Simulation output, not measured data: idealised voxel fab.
This section sets out a process module, namely voxel capacitor over wiring.
For reference, the cross-section in this document is cut, with width 170 nm and square cells of 5 nm.
In what follows, cross-sections appear as grids of square cells, described through bands that run from the top down, where every band is one or more rows of cells.
It is stipulated that each band's entry specify, in nanometres, the height of the top of the band and then that of its bottom, followed by the materials of the band in left-to-right sequence, each together with its width in nanometres. A single material marked by the word "full width" is understood to fill the band from edge to edge; the word "air" is understood to denote empty space.
Heights are expressed relative to 0, this being the level below which the as-received wafer comprises one material exclusively. The lowest band is unbounded in the downward direction and is denoted as in "z 0 and below".
When a width is written as two numbers, as in "30->40", the first number is the width in the top row of cells of the band and the second is the width in its bottom row, and the width changes by the same amount from each row to the next.
"no change" after a step means that no cell of the cross-section changed.
In "Listed closed voids" the enclosed voids are listed, meaning empty spaces of 8 cells or larger without any opening to the top. The form is width x height at distance, distance from the left edge, units nm.
What comes after the settings on a step's line is commentary from the simulator itself on that step.
If you see "overlay nm" on a step's line and that step has a mask, it's telling you how far right of where it was planned the mask ended up; a negative number means it went left instead.
Read each pair as before and after one process step. The after cross-section shows only down to the lowest band that changed. The step between them and its settings are given below the pair. Pairs can come from different runs of this module on the same starting wafer. A pair continues from the pair above only where its "Status quo ante" entry says so.

Status quo ante
    z 75 to 70: W full width
    z 70 to 65: TiN 45 nm | W 5 nm | TiN 120 nm
    z 65 to 50: SiO2 40 nm | TiN 5 nm | W 5 nm | TiN 5 nm | SiO2 115 nm
    z 50 to 45: SiCN 40 nm | TiN 15 nm | SiCN 115 nm
    z 45 to 35: SiO2 25 nm | TiN 5 nm | Cu 20 nm | TiN 5 nm | SiO2 60 nm | TiN 5 nm | Cu 20 nm | TiN 5 nm | SiO2 25 nm
    z 35 to 30: SiN 25 nm | TiN 30 nm | SiN 60 nm | TiN 30 nm | SiN 25 nm
    z 30 to 0: SiO2 full width
    z 0 and below: Si full width
    Listed closed voids: none

Cut View, Post-Step
    z 65 to 50: SiO2 40 nm | TiN 5 nm | W 5 nm | TiN 5 nm | SiO2 115 nm
    Lower than 50, everything is as it was.
    Listed closed voids: none
The structure shown above changes from one cross-section to the other through CMP: height nm 65

Status quo ante: the wafer arrives at this step looking as the after cross-section in the pair just above shows it.

Cut View, Post-Step
    z 70 to 65: TiN full width
    Lower than 65, everything is as it was.
    Listed closed voids: none
The structure shown above changes from one cross-section to the other through DIRECTIONAL_DEP: material TiN, thk nm 5

Status quo ante: the wafer arrives at this step looking as the after cross-section in the pair just above shows it.

Cut View, Post-Step
    z 75 to 70: SiN full width
    Lower than 70, everything is as it was.
    Listed closed voids: none
The structure shown above changes from one cross-section to the other through DIRECTIONAL_DEP: material SiN, thk nm 5

Status quo ante: the wafer arrives at this step looking as the after cross-section in the pair just above shows it.

Cut View, Post-Step
    z 80 to 75: TiN full width
    Lower than 75, everything is as it was.
    Listed closed voids: none
The structure shown above changes from one cross-section to the other through DIRECTIONAL_DEP: material TiN, thk nm 5

Status quo ante: the wafer arrives at this step looking as the after cross-section in the pair just above shows it.

Cut View, Post-Step
    z 80 to 75: air 40 nm | TiN 65 nm | air 65 nm
    Lower than 75, everything is as it was.
    Listed closed voids: none
The structure shown above changes from one cross-section to the other through MASKED_ETCH: tone cover, mask id UPPER_PLATE, width nm 65, etch materials TiN, depth nm 5, overlay nm 0

Status quo ante: the wafer arrives at this step looking as the after cross-section in the pair just above shows it.

Cut View, Post-Step
    z 80 to 75: air 40 nm | TiN 65 nm | air 65 nm
    z 75 to 70: air 40 nm | SiN 65 nm | air 65 nm
    Lower than 70, everything is as it was.
    Listed closed voids: none
The structure shown above changes from one cross-section to the other through MASKED_ETCH: tone cover, mask id UPPER_PLATE, width nm 65, etch materials SiN, depth nm 5, overlay nm 0

Status quo ante: the wafer arrives at this step looking as the after cross-section in the pair just above shows it.

Cut View, Post-Step
    z 95 to 85: air 40 nm | aC 65 nm | air 65 nm
    z 85 to 80: aC full width
    z 80 to 75: aC 40 nm | TiN 65 nm | aC 65 nm
    z 75 to 70: aC 40 nm | SiN 65 nm | aC 65 nm
    Lower than 70, everything is as it was.
    Listed closed voids: none
The structure shown above changes from one cross-section to the other through DIRECTIONAL_DEP: material aC, thk nm 15

Status quo ante: the wafer arrives at this step looking as the after cross-section in the pair just above shows it.

Cut View, Post-Step
    z 130 to 95: air 35 nm | resist 75 nm | air 60 nm
    z 95 to 85: air 35 nm | resist 5 nm | aC 65 nm | resist 5 nm | air 60 nm
    Lower than 85, everything is as it was.
    Listed closed voids: none
The structure shown above changes from one cross-section to the other through PATTERN: tone cover, mask id LOWER_PLATE, material resist, width nm 75, thk nm 35, overlay nm 0

Status quo ante: the wafer arrives at this step looking as the after cross-section in the pair just above shows it.

Cut View, Post-Step
    z 115 to 95: air 35 nm | resist 75 nm | air 60 nm
    z 95 to 85: air 35 nm | resist 5 nm | aC 65 nm | resist 5 nm | air 60 nm
    z 85 to 80: air 35 nm | aC 75 nm | air 60 nm
    z 80 to 75: air 35 nm | aC 5 nm | TiN 65 nm | aC 5 nm | air 60 nm
    z 75 to 70: air 35 nm | aC 5 nm | SiN 65 nm | aC 5 nm | air 60 nm
    Lower than 70, everything is as it was.
    Listed closed voids: none
The structure shown above changes from one cross-section to the other through DIRECTIONAL_ETCH: etch materials aC, depth nm 15

Status quo ante: the wafer arrives at this step looking as the after cross-section in the pair just above shows it.

Cut View, Post-Step
    z 95 to 85: air 40 nm | aC 65 nm | air 65 nm
    Lower than 85, everything is as it was.
    Listed closed voids: none
The structure shown above changes from one cross-section to the other through STRIP: etch materials resist

Status quo ante: the wafer arrives at this step looking as the after cross-section in the pair just above shows it.

Cut View, Post-Step
    z 95 to 85: air 40 nm | aC 65 nm | air 65 nm
    z 85 to 80: air 35 nm | aC 75 nm | air 60 nm
    z 80 to 75: air 35 nm | aC 5 nm | TiN 65 nm | aC 5 nm | air 60 nm
    z 75 to 70: air 35 nm | aC 5 nm | SiN 65 nm | aC 5 nm | air 60 nm
    z 70 to 65: air 35 nm | TiN 75 nm | air 60 nm
    Lower than 65, everything is as it was.
    Listed closed voids: none
The structure shown above changes from one cross-section to the other through DIRECTIONAL_ETCH: etch materials TiN, depth nm 5

Status quo ante: the wafer arrives at this step looking as the after cross-section in the pair just above shows it.

Cut View, Post-Step
    z 80 to 75: air 40 nm | TiN 65 nm | air 65 nm
    z 75 to 70: air 40 nm | SiN 65 nm | air 65 nm
    Lower than 70, everything is as it was.
    Listed closed voids: none
The structure shown above changes from one cross-section to the other through STRIP: etch materials aC

Status quo ante: the wafer arrives at this step looking as the after cross-section in the pair just above shows it.

Cut View, Post-Step
    z 95 to 80: SiO2 full width
    z 80 to 75: SiO2 40 nm | TiN 65 nm | SiO2 65 nm
    z 75 to 70: SiO2 40 nm | SiN 65 nm | SiO2 65 nm
    z 70 to 65: SiO2 35 nm | TiN 75 nm | SiO2 60 nm
    Lower than 65, everything is as it was.
    Listed closed voids: none
The structure shown above changes from one cross-section to the other through FILL_DEP: material SiO2, thk nm 15

Status quo ante: the wafer arrives at this step looking as the after cross-section in the pair just above shows it.

Cut View, Post-Step
    z 90 to 80: SiO2 full width
    Lower than 80, everything is as it was.
    Listed closed voids: none
The structure shown above changes from one cross-section to the other through CMP: height nm 90

Status quo ante: the wafer arrives at this step looking as the after cross-section in the pair just above shows it.

Cut View, Post-Step
    z 90 to 80: SiO2 50 nm | air 15 nm | SiO2 105 nm
    Lower than 80, everything is as it was.
    Listed closed voids: none
The structure shown above changes from one cross-section to the other through MASKED_ETCH: tone open, mask id PLUG_2, width nm 15, etch materials SiO2, depth nm 10, overlay nm 0

Status quo ante: the wafer arrives at this step looking as the after cross-section in the pair just above shows it.

Cut View, Post-Step
    z 95 to 90: TiN 55 nm | air 5 nm | TiN 110 nm
    z 90 to 85: SiO2 50 nm | TiN 5 nm | air 5 nm | TiN 5 nm | SiO2 105 nm
    z 85 to 75: SiO2 50->40 nm | TiN 15->65 nm | SiO2 105->65 nm
    Lower than 75, everything is as it was.
    Listed closed voids: none
The structure shown above changes from one cross-section to the other through CONFORMAL_DEP: material TiN, thk nm 5

Status quo ante: the wafer arrives at this step looking as the after cross-section in the pair just above shows it.

Cut View, Post-Step
    z 100 to 95: Cu full width
    z 95 to 90: TiN 55 nm | Cu 5 nm | TiN 110 nm
    z 90 to 85: SiO2 50 nm | TiN 5 nm | Cu 5 nm | TiN 5 nm | SiO2 105 nm
    Lower than 85, everything is as it was.
    Listed closed voids: none
The structure shown above changes from one cross-section to the other through FILL_DEP: material Cu, thk nm 5

Status quo ante: the wafer arrives at this step looking as the after cross-section in the pair just above shows it.

Cut View, Post-Step
    z 90 to 85: SiO2 50 nm | TiN 5 nm | Cu 5 nm | TiN 5 nm | SiO2 105 nm
    Lower than 85, everything is as it was.
    Listed closed voids: none
The structure shown above changes from one cross-section to the other through CMP: height nm 90

Status quo ante: the wafer arrives at this step looking as the after cross-section in the pair just above shows it.

Cut View, Post-Step
    z 95 to 90: SiCN full width
    Lower than 90, everything is as it was.
    Listed closed voids: none
The structure shown above changes from one cross-section to the other through CONFORMAL_DEP: material SiCN, thk nm 5

Status quo ante
    z 70 to 65: TiN full width
    z 65 to 50: SiO2 40 nm | TiN 5 nm | W 5 nm | TiN 5 nm | SiO2 115 nm
    z 50 to 45: SiCN 40 nm | TiN 15 nm | SiCN 115 nm
    z 45 to 20: SiO2 25 nm | TiN 5 nm | Cu 20 nm | TiN 5 nm | SiO2 60 nm | TiN 5 nm | Cu 20 nm | TiN 5 nm | SiO2 25 nm
    z 20 to 15: SiN 25 nm | TiN 30 nm | SiN 60 nm | TiN 30 nm | SiN 25 nm
    z 15 to 0: SiO2 full width
    z 0 and below: Si full width
    Listed closed voids: none

Cut View, Post-Step
    z 75 to 65: TiN full width
    Lower than 65, everything is as it was.
    Listed closed voids: none
The structure shown above changes from one cross-section to the other through DIRECTIONAL_DEP: material TiN, thk nm 5

Status quo ante: the wafer arrives at this step looking as the after cross-section in the pair just above shows it.

Cut View, Post-Step
    z 80 to 75: SiN full width
    Lower than 75, everything is as it was.
    Listed closed voids: none
The structure shown above changes from one cross-section to the other through DIRECTIONAL_DEP: material SiN, thk nm 5

Status quo ante: the wafer arrives at this step looking as the after cross-section in the pair just above shows it.

Cut View, Post-Step
    z 80 to 75: air 40 nm | SiN 65 nm | air 65 nm
    Lower than 75, everything is as it was.
    Listed closed voids: none
The structure shown above changes from one cross-section to the other through MASKED_ETCH: tone cover, mask id UPPER_PLATE, width nm 65, etch materials SiN, depth nm 5, overlay nm 0

Status quo ante: the wafer arrives at this step looking as the after cross-section in the pair just above shows it.

Cut View, Post-Step
    z 95 to 90: air 40 nm | aC 65 nm | air 65 nm
    z 90 to 80: aC full width
    z 80 to 75: aC 40 nm | SiN 65 nm | aC 65 nm
    Lower than 75, everything is as it was.
    Listed closed voids: none
The structure shown above changes from one cross-section to the other through DIRECTIONAL_DEP: material aC, thk nm 15

Status quo ante: the wafer arrives at this step looking as the after cross-section in the pair just above shows it.

Cut View, Post-Step
    z 130 to 95: air 35 nm | resist 75 nm | air 60 nm
    z 95 to 90: air 35 nm | resist 5 nm | aC 65 nm | resist 5 nm | air 60 nm
    Lower than 90, everything is as it was.
    Listed closed voids: none
The structure shown above changes from one cross-section to the other through PATTERN: tone cover, mask id LOWER_PLATE, material resist, width nm 75, thk nm 35, overlay nm 0

Status quo ante: the wafer arrives at this step looking as the after cross-section in the pair just above shows it.

Cut View, Post-Step
    z 115 to 95: air 35 nm | resist 75 nm | air 60 nm
    z 95 to 90: air 35 nm | resist 5 nm | aC 65 nm | resist 5 nm | air 60 nm
    z 90 to 80: air 35 nm | aC 75 nm | air 60 nm
    z 80 to 75: air 35 nm | aC 5 nm | SiN 65 nm | aC 5 nm | air 60 nm
    Lower than 75, everything is as it was.
    Listed closed voids: none
The structure shown above changes from one cross-section to the other through DIRECTIONAL_ETCH: etch materials aC, depth nm 15

Status quo ante: the wafer arrives at this step looking as the after cross-section in the pair just above shows it.

Cut View, Post-Step
    z 95 to 90: air 40 nm | aC 65 nm | air 65 nm
    Lower than 90, everything is as it was.
    Listed closed voids: none
The structure shown above changes from one cross-section to the other through STRIP: etch materials resist

Status quo ante: the wafer arrives at this step looking as the after cross-section in the pair just above shows it.

Cut View, Post-Step
    z 95 to 90: air 40 nm | aC 65 nm | air 65 nm
    z 90 to 80: air 35 nm | aC 75 nm | air 60 nm
    z 80 to 75: air 35 nm | aC 5 nm | SiN 65 nm | aC 5 nm | air 60 nm
    z 75 to 70: air 35 nm | TiN 75 nm | air 60 nm
    Lower than 70, everything is as it was.
    Listed closed voids: none
The structure shown above changes from one cross-section to the other through DIRECTIONAL_ETCH: etch materials TiN, depth nm 5

Status quo ante: the wafer arrives at this step looking as the after cross-section in the pair just above shows it.

Cut View, Post-Step
    z 80 to 75: air 40 nm | SiN 65 nm | air 65 nm
    Lower than 75, everything is as it was.
    Listed closed voids: none
The structure shown above changes from one cross-section to the other through STRIP: etch materials aC

Status quo ante: the wafer arrives at this step looking as the after cross-section in the pair just above shows it.

Cut View, Post-Step
    z 95 to 80: SiO2 full width
    z 80 to 75: SiO2 40 nm | SiN 65 nm | SiO2 65 nm
    z 75 to 70: SiO2 35 nm | TiN 75 nm | SiO2 60 nm
    Lower than 70, everything is as it was.
    Listed closed voids: none
The structure shown above changes from one cross-section to the other through FILL_DEP: material SiO2, thk nm 15

Status quo ante: the wafer arrives at this step looking as the after cross-section in the pair just above shows it.

Cut View, Post-Step
    z 90 to 80: SiO2 full width
    Lower than 80, everything is as it was.
    Listed closed voids: none
The structure shown above changes from one cross-section to the other through CMP: height nm 90

Status quo ante: the wafer arrives at this step looking as the after cross-section in the pair just above shows it.

Cut View, Post-Step
    z 90 to 80: SiO2 50 nm | air 15 nm | SiO2 105 nm
    Lower than 80, everything is as it was.
    Listed closed voids: none
The structure shown above changes from one cross-section to the other through MASKED_ETCH: tone open, mask id PLUG_2, width nm 15, etch materials SiO2, depth nm 10, overlay nm 0

Status quo ante: the wafer arrives at this step looking as the after cross-section in the pair just above shows it.

Cut View, Post-Step
    z 95 to 90: TiN 55 nm | air 5 nm | TiN 110 nm
    z 90 to 85: SiO2 50 nm | TiN 5 nm | air 5 nm | TiN 5 nm | SiO2 105 nm
    z 85 to 80: SiO2 50 nm | TiN 15 nm | SiO2 105 nm
    Lower than 80, everything is as it was.
    Listed closed voids: none
The structure shown above changes from one cross-section to the other through CONFORMAL_DEP: material TiN, thk nm 5

Status quo ante: the wafer arrives at this step looking as the after cross-section in the pair just above shows it.

Cut View, Post-Step
    z 100 to 95: Cu full width
    z 95 to 90: TiN 55 nm | Cu 5 nm | TiN 110 nm
    z 90 to 85: SiO2 50 nm | TiN 5 nm | Cu 5 nm | TiN 5 nm | SiO2 105 nm
    Lower than 85, everything is as it was.
    Listed closed voids: none
The structure shown above changes from one cross-section to the other through FILL_DEP: material Cu, thk nm 5

Status quo ante: the wafer arrives at this step looking as the after cross-section in the pair just above shows it.

Cut View, Post-Step
    z 90 to 85: SiO2 50 nm | TiN 5 nm | Cu 5 nm | TiN 5 nm | SiO2 105 nm
    Lower than 85, everything is as it was.
    Listed closed voids: none
The structure shown above changes from one cross-section to the other through CMP: height nm 90

Status quo ante: the wafer arrives at this step looking as the after cross-section in the pair just above shows it.

Cut View, Post-Step
    z 95 to 90: SiCN full width
    Lower than 90, everything is as it was.
    Listed closed voids: none
The structure shown above changes from one cross-section to the other through CONFORMAL_DEP: material SiCN, thk nm 5

Status quo ante
    z 95 to 80: SiO2 full width
    z 80 to 75: SiO2 40 nm | TiN 65 nm | SiO2 65 nm
    z 75 to 70: SiO2 40 nm | SiN 65 nm | SiO2 65 nm
    z 70 to 65: SiO2 35 nm | TiN 75 nm | SiO2 60 nm
    z 65 to 50: SiO2 40 nm | TiN 5 nm | W 5 nm | TiN 5 nm | SiO2 115 nm
    z 50 to 45: SiCN 40 nm | TiN 15 nm | SiCN 115 nm
    z 45 to 20: SiO2 25 nm | TiN 5 nm | Cu 20 nm | TiN 5 nm | SiO2 60 nm | TiN 5 nm | Cu 20 nm | TiN 5 nm | SiO2 25 nm
    z 20 to 15: SiN 25 nm | TiN 30 nm | SiN 60 nm | TiN 30 nm | SiN 25 nm
    z 15 to 0: SiO2 full width
    z 0 and below: Si full width
    Listed closed voids: none

Cut View, Post-Step
    z 80 to 75: SiO2 40 nm | TiN 65 nm | SiO2 65 nm
    Lower than 75, everything is as it was.
    Listed closed voids: none
The structure shown above changes from one cross-section to the other through CMP: height nm 80

Status quo ante: the wafer arrives at this step looking as the after cross-section in the pair just above shows it.

Cut View, Post-Step
    z 85 to 80: TiN full width
    Lower than 80, everything is as it was.
    Listed closed voids: none
The structure shown above changes from one cross-section to the other through CONFORMAL_DEP: material TiN, thk nm 5

Status quo ante: the wafer arrives at this step looking as the after cross-section in the pair just above shows it.

Cut View, Post-Step
    z 90 to 85: Cu full width
    Lower than 85, everything is as it was.
    Listed closed voids: none
The structure shown above changes from one cross-section to the other through FILL_DEP: material Cu, thk nm 5

Status quo ante: the wafer arrives at this step looking as the after cross-section in the pair just above shows it.

Cut View, Post-Step
    z 95 to 90: SiCN full width
    Lower than 90, everything is as it was.
    Listed closed voids: none
The structure shown above changes from one cross-section to the other through CONFORMAL_DEP: material SiCN, thk nm 5

Status quo ante
    z 95 to 85: air 40 nm | aC 65 nm | air 65 nm
    z 85 to 80: aC full width
    z 80 to 75: aC 40 nm | TiN 65 nm | aC 65 nm
    z 75 to 70: aC 40 nm | SiN 65 nm | aC 65 nm
    z 70 to 65: TiN full width
    z 65 to 50: SiO2 40 nm | TiN 5 nm | W 5 nm | TiN 5 nm | SiO2 115 nm
    z 50 to 45: SiCN 40 nm | TiN 15 nm | SiCN 115 nm
    z 45 to 20: SiO2 25 nm | TiN 5 nm | Cu 20 nm | TiN 5 nm | SiO2 60 nm | TiN 5 nm | Cu 20 nm | TiN 5 nm | SiO2 25 nm
    z 20 to 15: SiN 25 nm | TiN 30 nm | SiN 60 nm | TiN 30 nm | SiN 25 nm
    z 15 to 0: SiO2 full width
    z 0 and below: Si full width
    Listed closed voids: none

Cut View, Post-Step
    z 130 to 95: air 35 nm | resist 80 nm | air 55 nm
    z 95 to 85: air 35 nm | resist 5 nm | aC 65 nm | resist 10 nm | air 55 nm
    Lower than 85, everything is as it was.
    Listed closed voids: none
The structure shown above changes from one cross-section to the other through PATTERN: tone cover, mask id LOWER_PLATE, material resist, width nm 80, thk nm 35, overlay nm 0

Status quo ante: the wafer arrives at this step looking as the after cross-section in the pair just above shows it.

Cut View, Post-Step
    z 115 to 95: air 35 nm | resist 80 nm | air 55 nm
    z 95 to 85: air 35 nm | resist 5 nm | aC 65 nm | resist 10 nm | air 55 nm
    z 85 to 80: air 35 nm | aC 80 nm | air 55 nm
    z 80 to 75: air 35 nm | aC 5 nm | TiN 65 nm | aC 10 nm | air 55 nm
    z 75 to 70: air 35 nm | aC 5 nm | SiN 65 nm | aC 10 nm | air 55 nm
    Lower than 70, everything is as it was.
    Listed closed voids: none
The structure shown above changes from one cross-section to the other through DIRECTIONAL_ETCH: etch materials aC, depth nm 15

Status quo ante: the wafer arrives at this step looking as the after cross-section in the pair just above shows it.

Cut View, Post-Step
    z 95 to 85: air 40 nm | aC 65 nm | air 65 nm
    Lower than 85, everything is as it was.
    Listed closed voids: none
The structure shown above changes from one cross-section to the other through STRIP: etch materials resist

Status quo ante: the wafer arrives at this step looking as the after cross-section in the pair just above shows it.

Cut View, Post-Step
    z 95 to 85: air 40 nm | aC 65 nm | air 65 nm
    z 85 to 80: air 35 nm | aC 80 nm | air 55 nm
    z 80 to 75: air 35 nm | aC 5 nm | TiN 65 nm | aC 10 nm | air 55 nm
    z 75 to 70: air 35 nm | aC 5 nm | SiN 65 nm | aC 10 nm | air 55 nm
    z 70 to 65: air 35 nm | TiN 80 nm | air 55 nm
    Lower than 65, everything is as it was.
    Listed closed voids: none
The structure shown above changes from one cross-section to the other through DIRECTIONAL_ETCH: etch materials TiN, depth nm 5

Status quo ante: the wafer arrives at this step looking as the after cross-section in the pair just above shows it.

Cut View, Post-Step
    z 80 to 75: air 40 nm | TiN 65 nm | air 65 nm
    z 75 to 70: air 40 nm | SiN 65 nm | air 65 nm
    Lower than 70, everything is as it was.
    Listed closed voids: none
The structure shown above changes from one cross-section to the other through STRIP: etch materials aC

Status quo ante: the wafer arrives at this step looking as the after cross-section in the pair just above shows it.

Cut View, Post-Step
    z 95 to 80: SiO2 full width
    z 80 to 75: SiO2 40 nm | TiN 65 nm | SiO2 65 nm
    z 75 to 70: SiO2 40 nm | SiN 65 nm | SiO2 65 nm
    z 70 to 65: SiO2 35 nm | TiN 80 nm | SiO2 55 nm
    Lower than 65, everything is as it was.
    Listed closed voids: none
The structure shown above changes from one cross-section to the other through FILL_DEP: material SiO2, thk nm 15

Status quo ante: the wafer arrives at this step looking as the after cross-section in the pair just above shows it.

Cut View, Post-Step
    z 90 to 80: SiO2 full width
    Lower than 80, everything is as it was.
    Listed closed voids: none
The structure shown above changes from one cross-section to the other through CMP: height nm 90

Status quo ante: the wafer arrives at this step looking as the after cross-section in the pair just above shows it.

Cut View, Post-Step
    z 90 to 80: SiO2 50 nm | air 15 nm | SiO2 105 nm
    Lower than 80, everything is as it was.
    Listed closed voids: none
The structure shown above changes from one cross-section to the other through MASKED_ETCH: tone open, mask id PLUG_2, width nm 15, etch materials SiO2, depth nm 10, overlay nm 0

Status quo ante: the wafer arrives at this step looking as the after cross-section in the pair just above shows it.

Cut View, Post-Step
    z 95 to 90: TiN 55 nm | air 5 nm | TiN 110 nm
    z 90 to 85: SiO2 50 nm | TiN 5 nm | air 5 nm | TiN 5 nm | SiO2 105 nm
    z 85 to 75: SiO2 50->40 nm | TiN 15->65 nm | SiO2 105->65 nm
    Lower than 75, everything is as it was.
    Listed closed voids: none
The structure shown above changes from one cross-section to the other through CONFORMAL_DEP: material TiN, thk nm 5

Status quo ante: the wafer arrives at this step looking as the after cross-section in the pair just above shows it.

Cut View, Post-Step
    z 100 to 95: Cu full width
    z 95 to 90: TiN 55 nm | Cu 5 nm | TiN 110 nm
    z 90 to 85: SiO2 50 nm | TiN 5 nm | Cu 5 nm | TiN 5 nm | SiO2 105 nm
    Lower than 85, everything is as it was.
    Listed closed voids: none
The structure shown above changes from one cross-section to the other through FILL_DEP: material Cu, thk nm 5

Status quo ante: the wafer arrives at this step looking as the after cross-section in the pair just above shows it.

Cut View, Post-Step
    z 90 to 85: SiO2 50 nm | TiN 5 nm | Cu 5 nm | TiN 5 nm | SiO2 105 nm
    Lower than 85, everything is as it was.
    Listed closed voids: none
The structure shown above changes from one cross-section to the other through CMP: height nm 90

Status quo ante: the wafer arrives at this step looking as the after cross-section in the pair just above shows it.

Cut View, Post-Step
    z 95 to 90: SiCN full width
    Lower than 90, everything is as it was.
    Listed closed voids: none
The structure shown above changes from one cross-section to the other through CONFORMAL_DEP: material SiCN, thk nm 5

Status quo ante
    z 90 to 80: SiO2 full width
    z 80 to 75: SiO2 40 nm | TiN 65 nm | SiO2 65 nm
    z 75 to 70: SiO2 40 nm | SiN 65 nm | SiO2 65 nm
    z 70 to 65: SiO2 35 nm | TiN 75 nm | SiO2 60 nm
    z 65 to 50: SiO2 40 nm | TiN 5 nm | W 5 nm | TiN 5 nm | SiO2 115 nm
    z 50 to 45: SiCN 40 nm | TiN 15 nm | SiCN 115 nm
    z 45 to 20: SiO2 25 nm | TiN 5 nm | Cu 20 nm | TiN 5 nm | SiO2 60 nm | TiN 5 nm | Cu 20 nm | TiN 5 nm | SiO2 25 nm
    z 20 to 15: SiN 25 nm | TiN 30 nm | SiN 60 nm | TiN 30 nm | SiN 25 nm
    z 15 to 0: SiO2 full width
    z 0 and below: Si full width
    Listed closed voids: none

Cut View, Post-Step
    z 90 to 80: SiO2 60 nm | air 15 nm | SiO2 95 nm
    Lower than 80, everything is as it was.
    Listed closed voids: none
The structure shown above changes from one cross-section to the other through MASKED_ETCH: tone open, mask id PLUG_2, width nm 15, etch materials SiO2, depth nm 10, overlay nm 10

Status quo ante: the wafer arrives at this step looking as the after cross-section in the pair just above shows it.

Cut View, Post-Step
    z 95 to 90: TiN 65 nm | air 5 nm | TiN 100 nm
    z 90 to 85: SiO2 60 nm | TiN 5 nm | air 5 nm | TiN 5 nm | SiO2 95 nm
    z 85 to 75: SiO2 60->40 nm | TiN 15->65 nm | SiO2 95->65 nm
    Lower than 75, everything is as it was.
    Listed closed voids: none
The structure shown above changes from one cross-section to the other through CONFORMAL_DEP: material TiN, thk nm 5

Status quo ante: the wafer arrives at this step looking as the after cross-section in the pair just above shows it.

Cut View, Post-Step
    z 100 to 95: Cu full width
    z 95 to 90: TiN 65 nm | Cu 5 nm | TiN 100 nm
    z 90 to 85: SiO2 60 nm | TiN 5 nm | Cu 5 nm | TiN 5 nm | SiO2 95 nm
    Lower than 85, everything is as it was.
    Listed closed voids: none
The structure shown above changes from one cross-section to the other through FILL_DEP: material Cu, thk nm 5

Status quo ante: the wafer arrives at this step looking as the after cross-section in the pair just above shows it.

Cut View, Post-Step
    z 90 to 85: SiO2 60 nm | TiN 5 nm | Cu 5 nm | TiN 5 nm | SiO2 95 nm
    Lower than 85, everything is as it was.
    Listed closed voids: none
The structure shown above changes from one cross-section to the other through CMP: height nm 90

Status quo ante: the wafer arrives at this step looking as the after cross-section in the pair just above shows it.

Cut View, Post-Step
    z 95 to 90: SiCN full width
    Lower than 90, everything is as it was.
    Listed closed voids: none
The structure shown above changes from one cross-section to the other through CONFORMAL_DEP: material SiCN, thk nm 5

Status quo ante
    z 45 to 20: SiO2 25 nm | air 30 nm | SiO2 60 nm | air 30 nm | SiO2 25 nm
    z 20 to 15: SiN 25 nm | air 30 nm | SiN 60 nm | air 30 nm | SiN 25 nm
    z 15 to 0: SiO2 full width
    z 0 and below: Si full width
    Listed closed voids: none

Cut View, Post-Step
    z 50 to 45: SiCN 30 nm | air 20 nm | SiCN 70 nm | air 20 nm | SiCN 30 nm
    z 45 to 20: SiO2 25 nm | SiCN 5 nm | air 20 nm | SiCN 5 nm | SiO2 60 nm | SiCN 5 nm | air 20 nm | SiCN 5 nm | SiO2 25 nm
    z 20 to 15: SiN 25 nm | SiCN 30 nm | SiN 60 nm | SiCN 30 nm | SiN 25 nm
    Lower than 15, everything is as it was.
    Listed closed voids: none
The structure shown above changes from one cross-section to the other through CONFORMAL_DEP: material SiCN, thk nm 5

Status quo ante: the wafer arrives at this step looking as the after cross-section in the pair just above shows it.

Cut View, Post-Step
    z 60 to 50: Cu full width
    z 50 to 45: SiCN 30 nm | Cu 20 nm | SiCN 70 nm | Cu 20 nm | SiCN 30 nm
    z 45 to 20: SiO2 25 nm | SiCN 5 nm | Cu 20 nm | SiCN 5 nm | SiO2 60 nm | SiCN 5 nm | Cu 20 nm | SiCN 5 nm | SiO2 25 nm
    Lower than 20, everything is as it was.
    Listed closed voids: none
The structure shown above changes from one cross-section to the other through FILL_DEP: material Cu, thk nm 10

Status quo ante: the wafer arrives at this step looking as the after cross-section in the pair just above shows it.

Cut View, Post-Step
    z 45 to 20: SiO2 25 nm | SiCN 5 nm | Cu 20 nm | SiCN 5 nm | SiO2 60 nm | SiCN 5 nm | Cu 20 nm | SiCN 5 nm | SiO2 25 nm
    Lower than 20, everything is as it was.
    Listed closed voids: none
The structure shown above changes from one cross-section to the other through CMP: height nm 45

Status quo ante: the wafer arrives at this step looking as the after cross-section in the pair just above shows it.

Cut View, Post-Step
    z 50 to 45: SiCN full width
    Lower than 45, everything is as it was.
    Listed closed voids: none
The structure shown above changes from one cross-section to the other through CONFORMAL_DEP: material SiCN, thk nm 5

Status quo ante: the wafer arrives at this step looking as the after cross-section in the pair just above shows it.

Cut View, Post-Step
    z 65 to 50: SiO2 full width
    Lower than 50, everything is as it was.
    Listed closed voids: none
The structure shown above changes from one cross-section to the other through DIRECTIONAL_DEP: material SiO2, thk nm 15

Status quo ante: the wafer arrives at this step looking as the after cross-section in the pair just above shows it.

Cut View, Post-Step
    z 85 to 65: resist 40 nm | air 15 nm | resist 115 nm
    Lower than 65, everything is as it was.
    Listed closed voids: none
The structure shown above changes from one cross-section to the other through PATTERN: tone open, mask id PLUG_1, material resist, width nm 15, thk nm 20, overlay nm 0

Status quo ante: the wafer arrives at this step looking as the after cross-section in the pair just above shows it.

Cut View, Post-Step
    z 85 to 65: resist 40 nm | air 15 nm | resist 115 nm
    z 65 to 50: SiO2 40 nm | air 15 nm | SiO2 115 nm
    Lower than 50, everything is as it was.
    Listed closed voids: none
The structure shown above changes from one cross-section to the other through DIRECTIONAL_ETCH: etch materials SiO2, depth nm 15

Status quo ante: the wafer arrives at this step looking as the after cross-section in the pair just above shows it.

Cut View, Post-Step
    z 85 to 65: resist 40 nm | air 15 nm | resist 115 nm
    z 65 to 50: SiO2 40 nm | air 15 nm | SiO2 115 nm
    z 50 to 45: SiCN 40 nm | air 15 nm | SiCN 115 nm
    Lower than 45, everything is as it was.
    Listed closed voids: none
The structure shown above changes from one cross-section to the other through DIRECTIONAL_ETCH: etch materials SiCN, depth nm 5

Status quo ante: the wafer arrives at this step looking as the after cross-section in the pair just above shows it.

Cut View, Post-Step
    z 65 to 50: SiO2 40 nm | air 15 nm | SiO2 115 nm
    Lower than 50, everything is as it was.
    Listed closed voids: none
The structure shown above changes from one cross-section to the other through STRIP: etch materials resist

Status quo ante: the wafer arrives at this step looking as the after cross-section in the pair just above shows it.

Cut View, Post-Step
    z 70 to 65: TiN 45 nm | air 5 nm | TiN 120 nm
    z 65 to 50: SiO2 40 nm | TiN 5 nm | air 5 nm | TiN 5 nm | SiO2 115 nm
    z 50 to 45: SiCN 40 nm | TiN 15 nm | SiCN 115 nm
    Lower than 45, everything is as it was.
    Listed closed voids: none
The structure shown above changes from one cross-section to the other through CONFORMAL_DEP: material TiN, thk nm 5
